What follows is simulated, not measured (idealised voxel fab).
The process module that follows is named voxel self aligned vias.
FYI the section here is cut, 185 nm wide, cells are 5 nm squares.
Format of a cross-section: grid, square cells. Given as bands. Order: top down. Band: one or more rows of cells. This entry defines a band. It first specifies the height of the band's top and the height of its bottom in nm, and then specifies the band's materials from left to right, stating each material with its width in nm. The word "edge to edge" identifies a single material that fills the band from edge to edge, while the word "empty" identifies empty space. It should be noted that heights are counted from 0, beneath which the wafer as supplied is of one material throughout, and that the lowest band possesses no lower boundary but continues downward, as written in "0..down". The two numbers in a width such as "30..40" mark its ends across the band: the first belongs to the top row of cells, the second to the bottom row, and from each row to the next the width moves by the same amount. No cell of the cross-section changed in a step that is given as "identical to before". Closed empty spaces (no open way to the top) of 8 cells or more are what "Enclosed cavity list" lists, each as width x height at distance from the left edge, nm for all three. It should be noted that, on the line of a given step, the content following the step's settings is a remark produced by the simulator itself with respect to that step. Regarding "overlay nm": on a step with a mask, it is the distance the mask lay to the right of its planned place; a negative value places it to the left.

## Steps in the process plan
| 1 | RECEIVE, material Si |
| 2 | CONFORMAL_DEP, material SiO2, thk nm 10 |
| 3 | CONFORMAL_DEP, material SiCN, thk nm 5 |
| 4 | DIRECTIONAL_DEP, material SiO2, thk nm 30 |
| 5 | DIRECTIONAL_DEP, material aC, thk nm 10 |
| 6 | PATTERN, tone open, mask id LINES, material resist, width nm 20, pitch nm 70, thk nm 30, overlay nm 0 |
| 7 | DIRECTIONAL_ETCH, etch materials aC, depth nm 10 |
| 8 | STRIP, etch materials resist |
| 9 | DIRECTIONAL_ETCH, etch materials SiO2, depth nm 30 |
| 10 | STRIP, etch materials aC |
| 11 | CONFORMAL_DEP, material TiN, thk nm 5 |
| 12 | FILL_DEP, material W, thk nm 10 |
| 13 | CMP, height nm 45 |
| 14 | SELECTIVE_ETCH, etch materials W Ru TiN, depth nm 10 |
| 15 | FILL_DEP, material SiN, thk nm 10 |
| 16 | CMP, height nm 45 |
| 17 | DIRECTIONAL_DEP, material SiO2, thk nm 20 |
| 18 | MASKED_ETCH, tone open, mask id VIAS, width nm 40, pitch nm 70, etch materials SiO2, depth nm 20, overlay nm 0 |
| 19 | MASKED_ETCH, tone open, mask id VIAS, width nm 40, pitch nm 70, etch materials SiN, depth nm 10, overlay nm 0 |
| 20 | CONFORMAL_DEP, material TiN, thk nm 5 |
| 21 | FILL_DEP, material Cu, thk nm 10 |
| 22 | CMP, height nm 65 |
| 23 | CONFORMAL_DEP, material SiCN, thk nm 5 |

## So this is the incoming wafer in cross-section - it's already been through step 1
* 0..down  Si edge to edge
* Enclosed cavity list: none

## Cross-sectional result after module completion. Note: starting condition and plan are unchanged from above; one processing mistake was made
* 70..65  SiCN edge to edge
* 65..40  35 SiO2, then 5 TiN, then 30 Cu, then 5 TiN, then 30 SiO2, then 5 TiN, then 30 Cu, then 5 TiN, then 40 SiO2
* 40..35  35 SiO2, then 40 TiN, then 30 SiO2, then 40 TiN, then 40 SiO2
* 35..25  35 SiO2, then 15 TiN, then 10 W, then 15 TiN, then 30 SiO2, then 15 TiN, then 10 W, then 15 TiN, then 40 SiO2
* 25..20  45 SiO2, then 5 TiN, then 10 W, then 5 TiN, then 50 SiO2, then 5 TiN, then 10 W, then 5 TiN, then 50 SiO2
* 20..15  45 SiO2, then 20 TiN, then 50 SiO2, then 20 TiN, then 50 SiO2
* 15..10  SiCN edge to edge
* 10..0  SiO2 edge to edge
* 0..down  Si edge to edge
* Enclosed cavity list: none
Heads up, the wafer didn't run the way we planned it: heads up, step 18 of the plan got done twice
